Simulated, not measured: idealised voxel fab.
Documented hereafter: the process module known as voxel capacitor over wiring.
The figure presents cross-section cut, which has a width of 210 nm and is divided into square cells with an edge length of 5 nm.
Each cross-section below is a grid of square cells, stated as bands in top-down order, with one or more rows of cells making up each band.
A band entry consists of two parts. The first gives the height of the band's top and the height of its bottom, in nm. The rest lists the band's materials from left to right, each with its width in nm. A single material labelled with the word "all across" fills the band from edge to edge, and the word "blank" marks empty space.
Beneath 0, the wafer as received is one material, and that level is where height counting begins. The lowest band goes on downward without a bottom; it is written like "z 0 and below".
You'd read "30 to 40" like this: the band's top row of cells is as wide as the first number, its bottom row is as wide as the second, and going down, every row changes width by the same amount as the row before did.
Step marked "nothing altered"? Then no cell in the cross-section changed in it.
Entry "Enclosed voids". Content: empty spaces with no open connection to the top, size 8 cells or greater. Each: width x height at distance. Distance: from left edge. Unit: nm.
It should be noted that, on the line of a given step, the content following the step's settings is a remark produced by the simulator itself with respect to that step.
"overlay nm" denotes, for a step that has a mask, the displacement of the mask to the right of its planned place, with negative values corresponding to the left.

## plan
1. op RECEIVE | material Si
2. op CONFORMAL_DEP | material SiO2 | thk nm 15
3. op CONFORMAL_DEP | material SiN | thk nm 5
4. op DIRECTIONAL_DEP | material lowk | thk nm 15
5. op PATTERN | tone open | mask id METAL_1 | material resist | width nm 20 | pitch nm 75 | thk nm 20 | overlay nm 0
6. op DIRECTIONAL_ETCH | etch materials lowk | depth nm 15
7. op DIRECTIONAL_ETCH | etch materials SiN | depth nm 5
8. op STRIP | etch materials resist
9. op CONFORMAL_DEP | material TiN | thk nm 5
10. op FILL_DEP | material Ru | thk nm 10
11. op CMP | height nm 35
12. op EPI | material Ru | thk nm 5
13. op FILL_DEP | material SiCN | thk nm 5
14. op DIRECTIONAL_DEP | material lowk | thk nm 10
15. op MASKED_ETCH | tone open | mask id PLUG_1 | width nm 15 | etch materials lowk | depth nm 10 | overlay nm 0
16. op MASKED_ETCH | tone open | mask id PLUG_1 | width nm 15 | etch materials SiCN | depth nm 5 | overlay nm 0
17. op EPI | material Ru | thk nm 10
18. op EPI | material Ru | thk nm 5
19. op DIRECTIONAL_DEP | material TiN | thk nm 5
20. op DIRECTIONAL_DEP | material Al2O3 | thk nm 5
21. op DIRECTIONAL_DEP | material TiN | thk nm 5
22. op DIRECTIONAL_DEP | material aC | thk nm 15
23. op PATTERN | tone cover | mask id UPPER_PLATE | material resist | width nm 60 | thk nm 35 | overlay nm 0
24. op DIRECTIONAL_ETCH | etch materials aC | depth nm 15
25. op STRIP | etch materials resist
26. op DIRECTIONAL_ETCH | etch materials TiN | depth nm 5
27. op DIRECTIONAL_ETCH | etch materials Al2O3 | depth nm 5
28. op STRIP | etch materials aC
29. op MASKED_ETCH | tone cover | mask id LOWER_PLATE | width nm 70 | etch materials TiN | depth nm 5 | overlay nm 0
30. op FILL_DEP | material SiO2 | thk nm 20
31. op CMP | height nm 85
32. op PATTERN | tone open | mask id PLUG_2 | material resist | width nm 15 | thk nm 20 | overlay nm 0
33. op DIRECTIONAL_ETCH | etch materials SiO2 | depth nm 15
34. op STRIP | etch materials resist
35. op CONFORMAL_DEP | material TiN | thk nm 5
36. op FILL_DEP | material Cu | thk nm 10
37. op CMP | height nm 85
38. op CONFORMAL_DEP | material SiCN | thk nm 5

## Wafer cross-section on receipt, i.e. after step 1
> z 0 and below = Si all across
> Enclosed voids: none

## Look at the cross-section after the module: the wafer started out the way shown above and the plan was the one shown above, yet one mistake was made along the way
> z 90 to 85 = SiCN all across
> z 85 to 75 = SiO2: 70 | TiN: 5 | Cu: 5 | TiN: 5 | SiO2: 125
> z 75 to 65 = SiO2: 70 to 60 | TiN: 15 | SiO2: 125 to 135
> z 65 to 60 = SiO2: 60 | Al2O3: 15 | SiO2: 135
> z 60 to 55 = SiO2: 60 | TiN: 60 | SiO2: 90
> z 55 to 50 = SiO2: 60 | lowk: 15 | Al2O3: 45 | SiO2: 90
> z 50 to 45 = SiO2: 55 | TiN: 5 | lowk: 15 | TiN: 50 | SiO2: 85
> z 45 to 40 = SiCN all across
> z 40 to 35 = SiCN: 50 | Ru: 30 | SiCN: 45 | Ru: 30 | SiCN: 55
> z 35 to 20 = lowk: 55 | TiN: 5 | Ru: 10 | TiN: 5 | lowk: 55 | TiN: 5 | Ru: 10 | TiN: 5 | lowk: 60
> z 20 to 15 = SiN: 55 | TiN: 20 | SiN: 55 | TiN: 20 | SiN: 60
> z 15 to 0 = SiO2 all across
> z 0 and below = Si all across
> Enclosed voids: none
What was done differently from what was planned? step 15 was not run as planned; what actually ran was op MASKED_ETCH | tone cover | mask id PLUG_1 | width nm 15 | etch materials lowk | depth nm 10 | overlay nm 0
